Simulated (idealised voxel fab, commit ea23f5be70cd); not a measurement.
voxel ribs on slabs: a process module
For reference, the cross-section in this document is cut, with width 290 nm and square cells of 5 nm.
In what follows, cross-sections appear as grids of square cells, described through bands that run from the top down, where every band is one or more rows of cells.
Heads up on the band format: heights come first, top then bottom, in nm. After that it's the materials left to right, each with its width in nm. A single material flagged "throughout" fills the whole band edge to edge, and "empty" means there's empty space there.
Heights are expressed relative to 0, this being the level below which the as-received wafer comprises one material exclusively. The lowest band is unbounded in the downward direction and is denoted as in "0 nm and below".
So if you see something like "30->40" for the width, read it as the top row of the band sitting at the first number and the bottom row at the second, with every row in between moving by the same amount as the last.
No cell of the cross-section changed in a step that is given as "changes: none".
The label "Trapped void list" introduces a list of the empty spaces, 8 cells or larger, that have no open way up to the top; each entry in it reads width x height at distance, where the distance is taken from the left edge and all three are stated in nm.
Step line, after settings: the simulator's comment on this step.
Regarding "overlay nm": on a step with a mask, it is the distance the mask lay to the right of its planned place; a negative value places it to the left.
## Set out below are the planned steps of the process
- 1: RECEIVE [material Si]
- 2: DIRECTIONAL_DEP [material SiO2] [thk nm 25]
- 3: DIRECTIONAL_DEP [material SiN] [thk nm 15]
- 4: DIRECTIONAL_DEP [material aC] [thk nm 15]
- 5: PATTERN [tone cover] [mask id RIB] [material resist] [width nm 25] [thk nm 30] [overlay nm 0]
- 6: DIRECTIONAL_ETCH [etch materials aC] [depth nm 15]
- 7: STRIP [etch materials resist]
- 8: DIRECTIONAL_ETCH [etch materials SiN] [depth nm 10]
- 9: STRIP [etch materials aC]
- 10: DIRECTIONAL_DEP [material aC] [thk nm 10]
- 11: PATTERN [tone cover] [mask id SLAB] [material resist] [width nm 85] [thk nm 25] [overlay nm 0]
- 12: DIRECTIONAL_ETCH [etch materials aC] [depth nm 10]
- 13: STRIP [etch materials resist]
- 14: DIRECTIONAL_ETCH [etch materials SiN] [depth nm 5]
- 15: STRIP [etch materials aC]
- 16: FILL_DEP [material SiO2] [thk nm 15]
- 17: CMP [height nm 50]
- 18: DIRECTIONAL_DEP [material TiN] [thk nm 10]
- 19: DIRECTIONAL_DEP [material aC] [thk nm 15]
- 20: PATTERN [tone cover] [mask id HEATER] [material resist] [width nm 35] [thk nm 30] [overlay nm 0]
- 21: DIRECTIONAL_ETCH [etch materials aC] [depth nm 15]
- 22: STRIP [etch materials resist]
- 23: DIRECTIONAL_ETCH [etch materials TiN] [depth nm 10]
- 24: STRIP [etch materials aC]
- 25: CONFORMAL_DEP [material SiN] [thk nm 10]
## Shown in cross-section is the wafer as received, that is, as it stands after step 1
0 nm and below = Si throughout
Trapped void list: none
## The first of the two wafers as seen in cross-section once the module was finished; processing followed the plan
70 nm to 60 nm = 115 of empty / 55 of SiN / 120 of empty
60 nm to 50 nm = 125 of SiN / 35 of TiN / 130 of SiN
50 nm to 40 nm = SiO2 throughout
40 nm to 30 nm = 130 of SiO2 / 25 of SiN / 135 of SiO2
30 nm to 25 nm = 100 of SiO2 / 85 of SiN / 105 of SiO2
25 nm to 0 nm = SiO2 throughout
0 nm and below = Si throughout
Trapped void list: none
## The second wafer, shown in cross-section after the module: started the same way as the first and given the same plan, yet one mistake crept into how it was run
70 nm to 60 nm = 115 of empty / 55 of SiN / 120 of empty
60 nm to 50 nm = 125 of SiN / 35 of TiN / 130 of SiN
50 nm to 40 nm = SiO2 throughout
40 nm to 30 nm = 130 of SiO2 / 25 of SiN / 135 of SiO2
30 nm to 25 nm = 100 of SiO2 / 85 of SiN / 105 of SiO2
25 nm to 0 nm = TiN throughout
0 nm and below = Si throughout
Trapped void list: none
Here's what went sideways: step 2: run off-plan, actual operation and settings DIRECTIONAL_DEP [material TiN] [thk nm 25]
Final cells, second wafer relative to first, materials higher or lower: SiO2 -290 | TiN +290
